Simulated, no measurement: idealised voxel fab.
This section sets out a process module, namely voxel air gaps.
Cross-section cut: width 265 nm, square cells of 5 nm.
Cross-section layout: square cells on a grid; listed as bands, top to bottom; a band spans one or more cell rows.
What a band's entry tells you: where the top is and where the bottom is, as heights in nm, and after that what lies inside, material by material from left to right, each with its width in nm. Empty space is written as the word "empty", and a single material marked with the word "throughout" occupies the band from edge to edge.
Ref level 0: as-received wafer is one material below here. Bottom band extends down with no lower bound ("0 down").
The two numbers in a width such as "30..40" mark its ends across the band: the first belongs to the top row of cells, the second to the bottom row, and from each row to the next the width moves by the same amount.
"no modifications" -> step changed no cross-section cell.
Empty spaces counting at least 8 cells and having no open way to the top are listed in "Fully enclosed voids". The notation width x height at distance is used for each, the distance being from the left edge and all three values in nm.
It should be noted that, on the line of a given step, the content following the step's settings is a remark produced by the simulator itself with respect to that step.
overlay nm: step with mask; distance mask lay right of planned place; negative value = left of planned place.

Steps planned for the process
| 1 | RECEIVE,material Si |
| 2 | CONFORMAL_DEP,material SiO2,thk nm 10 |
| 3 | CONFORMAL_DEP,material SiN,thk nm 5 |
| 4 | DIRECTIONAL_DEP,material lowk,thk nm 40 |
| 5 | PATTERN,tone open,mask id LINES,material resist,width nm 20,pitch nm 45,thk nm 15,overlay nm 0 |
| 6 | DIRECTIONAL_ETCH,etch materials lowk,depth nm 40 |
| 7 | STRIP,etch materials resist |
| 8 | CONFORMAL_DEP,material TiN,thk nm 5 |
| 9 | FILL_DEP,material Cu,thk nm 5 |
| 10 | CMP,height nm 55 |
| 11 | EPI,material Ru,thk nm 10 |
| 12 | SELECTIVE_ETCH,etch materials lowk,depth nm 50 |
| 13 | CONFORMAL_DEP,material SiN,thk nm 5 |

The first of a set of two wafers, run to plan

Here's what the wafer looked like in cross-section when it arrived - that's after step 1
> 0 down: Si throughout
> Fully enclosed voids: none

The following cross-section depicts the wafer upon completion of step 2
> 10 to 0: SiO2 throughout
> Nothing below the height 0 has changed.

The following cross-section depicts the wafer upon completion of step 3
> 15 to 10: SiN throughout
> Nothing below the height 10 has changed.

The following cross-section depicts the wafer upon completion of step 4
> 55 to 15: lowk throughout
> Nothing below the height 15 has changed.

The following cross-section depicts the wafer upon completion of step 5
> 70 to 55: resist=55 / empty=20 / resist=25 / empty=20 / resist=25 / empty=20 / resist=25 / empty=20 / resist=55
> Nothing below the height 55 has changed.

The following cross-section depicts the wafer upon completion of step 6
> 70 to 55: resist=55 / empty=20 / resist=25 / empty=20 / resist=25 / empty=20 / resist=25 / empty=20 / resist=55
> 55 to 15: lowk=55 / empty=20 / lowk=25 / empty=20 / lowk=25 / empty=20 / lowk=25 / empty=20 / lowk=55
> Nothing below the height 15 has changed.

The following cross-section depicts the wafer upon completion of step 7
> 55 to 15: lowk=55 / empty=20 / lowk=25 / empty=20 / lowk=25 / empty=20 / lowk=25 / empty=20 / lowk=55
> Nothing below the height 15 has changed.

The following cross-section depicts the wafer upon completion of step 8
> 60 to 55: TiN=60 / empty=10 / TiN=35 / empty=10 / TiN=35 / empty=10 / TiN=35 / empty=10 / TiN=60
> 55 to 20: lowk=55 / TiN=5 / empty=10 / TiN=5 / lowk=25 / TiN=5 / empty=10 / TiN=5 / lowk=25 / TiN=5 / empty=10 / TiN=5 / lowk=25 / TiN=5 / empty=10 / TiN=5 / lowk=55
> 20 to 15: lowk=55 / TiN=20 / lowk=25 / TiN=20 / lowk=25 / TiN=20 / lowk=25 / TiN=20 / lowk=55
> Nothing below the height 15 has changed.

The following cross-section depicts the wafer upon completion of step 9
> 65 to 60: Cu throughout
> 60 to 55: TiN=60 / Cu=10 / TiN=35 / Cu=10 / TiN=35 / Cu=10 / TiN=35 / Cu=10 / TiN=60
> 55 to 20: lowk=55 / TiN=5 / Cu=10 / TiN=5 / lowk=25 / TiN=5 / Cu=10 / TiN=5 / lowk=25 / TiN=5 / Cu=10 / TiN=5 / lowk=25 / TiN=5 / Cu=10 / TiN=5 / lowk=55
> Nothing below the height 20 has changed.

The following cross-section depicts the wafer upon completion of step 10
> 55 to 20: lowk=55 / TiN=5 / Cu=10 / TiN=5 / lowk=25 / TiN=5 / Cu=10 / TiN=5 / lowk=25 / TiN=5 / Cu=10 / TiN=5 / lowk=25 / TiN=5 / Cu=10 / TiN=5 / lowk=55
> Nothing below the height 20 has changed.

The following cross-section depicts the wafer upon completion of step 11
> 65 to 55: empty=45 / Ru=40 / empty=5 / Ru=40 / empty=5 / Ru=40 / empty=5 / Ru=40 / empty=45
> Nothing below the height 55 has changed.

The following cross-section depicts the wafer upon completion of step 12
> 65 to 55: empty=45 / Ru=40 / empty=5 / Ru=40 / empty=5 / Ru=40 / empty=5 / Ru=40 / empty=45
> 55 to 20: empty=55 / TiN=5 / Cu=10 / TiN=5 / empty=25 / TiN=5 / Cu=10 / TiN=5 / empty=25 / TiN=5 / Cu=10 / TiN=5 / empty=25 / TiN=5 / Cu=10 / TiN=5 / empty=55
> 20 to 15: empty=55 / TiN=20 / empty=25 / TiN=20 / empty=25 / TiN=20 / empty=25 / TiN=20 / empty=55
> Nothing below the height 15 has changed.

The following cross-section depicts the wafer upon completion of step 13
> 70 to 65: empty=40 / SiN=185 / empty=40
> 65 to 55: empty=40 / SiN=5 / Ru=40 / SiN=5 / Ru=40 / SiN=5 / Ru=40 / SiN=5 / Ru=40 / SiN=5 / empty=40
> 55 to 50: empty=40 / SiN=15 / TiN=5 / Cu=10 / TiN=5 / SiN=25 / TiN=5 / Cu=10 / TiN=5 / SiN=25 / TiN=5 / Cu=10 / TiN=5 / SiN=25 / TiN=5 / Cu=10 / TiN=5 / SiN=15 / empty=40
> 50 to 20: empty=50 / SiN=5 / TiN=5 / Cu=10 / TiN=5 / SiN=5 / empty=15 / SiN=5 / TiN=5 / Cu=10 / TiN=5 / SiN=5 / empty=15 / SiN=5 / TiN=5 / Cu=10 / TiN=5 / SiN=5 / empty=15 / SiN=5 / TiN=5 / Cu=10 / TiN=5 / SiN=5 / empty=50
> 20 to 15: SiN=55 / TiN=20 / SiN=25 / TiN=20 / SiN=25 / TiN=20 / SiN=25 / TiN=20 / SiN=55
> Nothing below the height 15 has changed.
> Fully enclosed voids: 15 x 30 at 80; 15 x 30 at 125; 15 x 30 at 170

The second wafer was prepared from the same starting point and under the same plan as the first; its processing contained one mistake, and it remains indistinguishable from the first wafer up to and including step 10

Cross-section, second wafer, at the end time the plan gives for step 11
> 75 to 55: empty=35 / Ru=195 / empty=35
> Nothing below the height 55 has changed.

Cross-section, second wafer, at the end time the plan gives for step 12
> 75 to 55: empty=35 / Ru=195 / empty=35
> 55 to 20: empty=55 / TiN=5 / Cu=10 / TiN=5 / lowk=25 / TiN=5 / Cu=10 / TiN=5 / lowk=25 / TiN=5 / Cu=10 / TiN=5 / lowk=25 / TiN=5 / Cu=10 / TiN=5 / empty=55
> 20 to 15: empty=55 / TiN=20 / lowk=25 / TiN=20 / lowk=25 / TiN=20 / lowk=25 / TiN=20 / empty=55
> Nothing below the height 15 has changed.

Cross-section, second wafer, at the end time the plan gives for step 13
> 80 to 75: empty=30 / SiN=205 / empty=30
> 75 to 55: empty=30 / SiN=5 / Ru=195 / SiN=5 / empty=30
> 55 to 50: empty=30 / SiN=25 / TiN=5 / Cu=10 / TiN=5 / lowk=25 / TiN=5 / Cu=10 / TiN=5 / lowk=25 / TiN=5 / Cu=10 / TiN=5 / lowk=25 / TiN=5 / Cu=10 / TiN=5 / SiN=25 / empty=30
> 50 to 20: empty=50 / SiN=5 / TiN=5 / Cu=10 / TiN=5 / lowk=25 / TiN=5 / Cu=10 / TiN=5 / lowk=25 / TiN=5 / Cu=10 / TiN=5 / lowk=25 / TiN=5 / Cu=10 / TiN=5 / SiN=5 / empty=50
> 20 to 15: SiN=55 / TiN=20 / lowk=25 / TiN=20 / lowk=25 / TiN=20 / lowk=25 / TiN=20 / SiN=55
> Nothing below the height 15 has changed.
Misprocessing identified: it should be noted that step 11 of the plan was executed twice
Materials where the second wafer ends with more or fewer cells than the first: 92 more of Ru | 60 fewer of SiN | 120 more of lowk
So at the end we're looking at 3 closed voids on the first wafer and 0 on the second.
